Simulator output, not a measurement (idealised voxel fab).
The document below concerns the process module designated voxel spacer lines.
cross-section cut | 265 nm wide | cells 5 nm
Cross-section spec: square-cell grid; bands listed top down; each band is one or more rows.
Heads up on the band format: heights come first, top then bottom, in nm. After that it's the materials left to right, each with its width in nm. A single material flagged "full width" fills the whole band edge to edge, and "empty" means there's empty space there.
Heights are reckoned from 0. Under this level, the received wafer is all of one material. The bottommost band is open-ended downward, for example "0 nm and below".
When a width is written as two numbers, as in "30..40", the first number is the width in the top row of cells of the band and the second is the width in its bottom row, and the width changes by the same amount from each row to the next.
Given "no alteration" for a step, no cell of the cross-section differs between before and after that step.
Enclosed voids (no open way to top), threshold 8 cells or more, entry "Sealed void list", notation width x height at distance, distance from left edge, nm.
Note: text after step settings on the step line = simulator remark on that step.
overlay nm: for a step with a mask, the amount by which the mask lay right of where it was planned; a negative amount means left of it.
The process steps that were planned are listed below:
1 RECEIVE [material Si]
2 CONFORMAL_DEP [material Al2O3] [thk nm 5]
3 DIRECTIONAL_DEP [material W] [thk nm 20]
4 DIRECTIONAL_DEP [material polySi] [thk nm 25]
5 PATTERN [tone cover] [mask id MANDREL] [material resist] [width nm 25] [pitch nm 80] [thk nm 30] [overlay nm 0]
6 DIRECTIONAL_ETCH [etch materials polySi] [depth nm 25]
7 STRIP [etch materials resist]
8 CONFORMAL_DEP [material SiN] [thk nm 15]
9 DIRECTIONAL_ETCH [etch materials SiN] [depth nm 15]
10 STRIP [etch materials polySi]
11 DIRECTIONAL_ETCH [etch materials W] [depth nm 20]
12 STRIP [etch materials SiN]
13 FILL_DEP [material SiO2] [thk nm 5]
14 CMP [height nm 25]
The first wafer of two, processed as planned:
Cross-section: wafer on arrival = after step 1:
0 nm and below  Si full width
Sealed void list: none
After step 2:
5 nm to 0 nm  Al2O3 full width
No changes below 0.
After step 3:
25 nm to 5 nm  W full width
No changes below 5.
After step 4:
50 nm to 25 nm  polySi full width
No changes below 25.
After step 5:
80 nm to 50 nm  empty 40 | resist 25 | empty 55 | resist 25 | empty 55 | resist 25 | empty 40
No changes below 50.
After step 6:
80 nm to 50 nm  empty 40 | resist 25 | empty 55 | resist 25 | empty 55 | resist 25 | empty 40
50 nm to 25 nm  empty 40 | polySi 25 | empty 55 | polySi 25 | empty 55 | polySi 25 | empty 40
No changes below 25.
After step 7:
50 nm to 25 nm  empty 40 | polySi 25 | empty 55 | polySi 25 | empty 55 | polySi 25 | empty 40
No changes below 25.
After step 8:
65 nm to 50 nm  empty 25 | SiN 55 | empty 25 | SiN 55 | empty 25 | SiN 55 | empty 25
50 nm to 40 nm  empty 25 | SiN 15 | polySi 25 | SiN 15 | empty 25 | SiN 15 | polySi 25 | SiN 15 | empty 25 | SiN 15 | polySi 25 | SiN 15 | empty 25
40 nm to 25 nm  SiN 40 | polySi 25 | SiN 55 | polySi 25 | SiN 55 | polySi 25 | SiN 40
No changes below 25.
After step 9:
50 nm to 25 nm  empty 25 | SiN 15 | polySi 25 | SiN 15 | empty 25 | SiN 15 | polySi 25 | SiN 15 | empty 25 | SiN 15 | polySi 25 | SiN 15 | empty 25
No changes below 25.
After step 10:
50 nm to 25 nm  empty 25 | SiN 15 | empty 25 | SiN 15 | empty 25 | SiN 15 | empty 25 | SiN 15 | empty 25 | SiN 15 | empty 25 | SiN 15 | empty 25
No changes below 25.
After step 11:
50 nm to 25 nm  empty 25 | SiN 15 | empty 25 | SiN 15 | empty 25 | SiN 15 | empty 25 | SiN 15 | empty 25 | SiN 15 | empty 25 | SiN 15 | empty 25
25 nm to 5 nm  empty 25 | W 15 | empty 25 | W 15 | empty 25 | W 15 | empty 25 | W 15 | empty 25 | W 15 | empty 25 | W 15 | empty 25
No changes below 5.
After step 12:
25 nm to 5 nm  empty 25 | W 15 | empty 25 | W 15 | empty 25 | W 15 | empty 25 | W 15 | empty 25 | W 15 | empty 25 | W 15 | empty 25
No changes below 5.
After step 13:
30 nm to 25 nm  SiO2 full width
25 nm to 5 nm  SiO2 25 | W 15 | SiO2 25 | W 15 | SiO2 25 | W 15 | SiO2 25 | W 15 | SiO2 25 | W 15 | SiO2 25 | W 15 | SiO2 25
No changes below 5.
After step 14:
25 nm to 5 nm  SiO2 25 | W 15 | SiO2 25 | W 15 | SiO2 25 | W 15 | SiO2 25 | W 15 | SiO2 25 | W 15 | SiO2 25 | W 15 | SiO2 25
No changes below 5.
The second wafer was prepared from the same starting point and under the same plan as the first; its processing contained one mistake, and it remains indistinguishable from the first wafer up to and including step 10:
Cross-sectional representation of the second wafer at the time designated in the plan for the completion of step 11:
50 nm to 25 nm  empty 25 | SiN 15 | empty 25 | SiN 15 | empty 25 | SiN 15 | empty 25 | SiN 15 | empty 25 | SiN 15 | empty 25 | SiN 15 | empty 25
25 nm to 5 nm  empty 25 | W 15 | empty 25 | W 15 | empty 25 | W 15 | empty 25 | W 15 | empty 25 | W 15 | empty 25 | W 15 | empty 25
No changes below 5.
Cross-sectional representation of the second wafer at the time designated in the plan for the completion of step 12:
25 nm to 5 nm  empty 25 | W 15 | empty 25 | W 15 | empty 25 | W 15 | empty 25 | W 15 | empty 25 | W 15 | empty 25 | W 15 | empty 25
No changes below 5.
Cross-sectional representation of the second wafer at the time designated in the plan for the completion of step 13:
30 nm to 25 nm  SiO2 full width
25 nm to 5 nm  SiO2 25 | W 15 | SiO2 25 | W 15 | SiO2 25 | W 15 | SiO2 25 | W 15 | SiO2 25 | W 15 | SiO2 25 | W 15 | SiO2 25
No changes below 5.
Cross-sectional representation of the second wafer at the time designated in the plan for the completion of step 14:
25 nm to 5 nm  SiO2 25 | W 15 | SiO2 25 | W 15 | SiO2 25 | W 15 | SiO2 25 | W 15 | SiO2 25 | W 15 | SiO2 25 | W 15 | SiO2 25
No changes below 5.
Short version of what went wrong: step 11 was run twice
Given identical final cross-sections on the two wafers, the mistake has no effect on any quantity computed by this model.
